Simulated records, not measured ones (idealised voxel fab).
Proc. module: voxel self aligned contacts
We display cut, a cross-section 235 nm in width whose square cells are each 5 nm.
Bands, listed from the top down, are how a cross-section gets written in this document; the cross-section itself is a grid of square cells, and a band is one or more rows of them.
Read a band's entry like this: the first values are the height of its top and the height of its bottom in nm, and what follows is the sequence of materials from left to right, each with its width in nm. Note that "air" is empty space, and that a single material marked "throughout" reaches across the band from edge to edge.
The reference from which all heights are counted is 0, the level beneath which the as-received wafer is entirely one material; the lowest band, having no lower bound, proceeds downward and is written after the example "0 down".
When a width is written as two numbers, as in "30 to 40", the first number is the width in the top row of cells of the band and the second is the width in its bottom row, and the width changes by the same amount from each row to the next.
"everything unchanged" after a step means that no cell of the cross-section changed.
Listed in "Enclosed void listing": every empty space of 8 or more cells without an open way to the top. Form: width x height at distance, the distance being from the left edge, all in nm.
Where a step's line continues beyond its settings, the continuation is a remark by the simulator itself on that step.
overlay nm: step with mask; distance mask lay right of planned place; negative value = left of planned place.
Here's what the planned process steps look like:
| 1 | RECEIVE,material Si |
| 2 | OXIDIZE,depth nm 5 |
| 3 | DIRECTIONAL_DEP,material polySi,thk nm 25 |
| 4 | DIRECTIONAL_DEP,material SiN,thk nm 15 |
| 5 | PATTERN,tone cover,mask id GATE,material resist,width nm 25,pitch nm 50,thk nm 20,overlay nm 0 |
| 6 | DIRECTIONAL_ETCH,etch materials SiN,depth nm 15 |
| 7 | DIRECTIONAL_ETCH,etch materials polySi,depth nm 25 |
| 8 | STRIP,etch materials resist |
| 9 | CONFORMAL_DEP,material SiN,thk nm 5 |
| 10 | DIRECTIONAL_ETCH,etch materials SiN,depth nm 5 |
| 11 | FILL_DEP,material SiO2,thk nm 20 |
| 12 | CMP,height nm 50 |
| 13 | DIRECTIONAL_DEP,material aC,thk nm 10 |
| 14 | PATTERN,tone open,mask id CONTACT,material resist,width nm 35,pitch nm 50,thk nm 30,overlay nm 0 |
| 15 | DIRECTIONAL_ETCH,etch materials aC,depth nm 10 |
| 16 | STRIP,etch materials resist |
| 17 | DIRECTIONAL_ETCH,etch materials SiO2,depth nm 55 |
| 18 | STRIP,etch materials aC |
| 19 | CONFORMAL_DEP,material TiN,thk nm 5 |
| 20 | FILL_DEP,material Ru,thk nm 10 |
| 21 | CMP,height nm 50 |
| 22 | CONFORMAL_DEP,material SiCN,thk nm 5 |
Cross-section: wafer on arrival = after step 1:
    0 down | Si throughout
    Enclosed void listing: none
Post-module cross-section: identical start and plan to those above, one misstep in execution:
    55 to 50 | SiCN throughout
    50 to 45 | SiO2 (50)  SiN (35)  TiN (5)  Ru (5)  TiN (5)  SiN (35)  TiN (5)  Ru (5)  TiN (5)  SiN (35)  SiO2 (50)
    45 to 40 | SiO2 (50)  SiN (35)  TiN (15)  SiN (35)  TiN (15)  SiN (35)  SiO2 (50)
    40 to 25 | SiN throughout
    25 to 0 | polySi throughout
    0 to -5 | SiO2 throughout
    -5 down | Si throughout
    Enclosed void listing: none
Here's what went sideways: the plan had its step 4 run twice
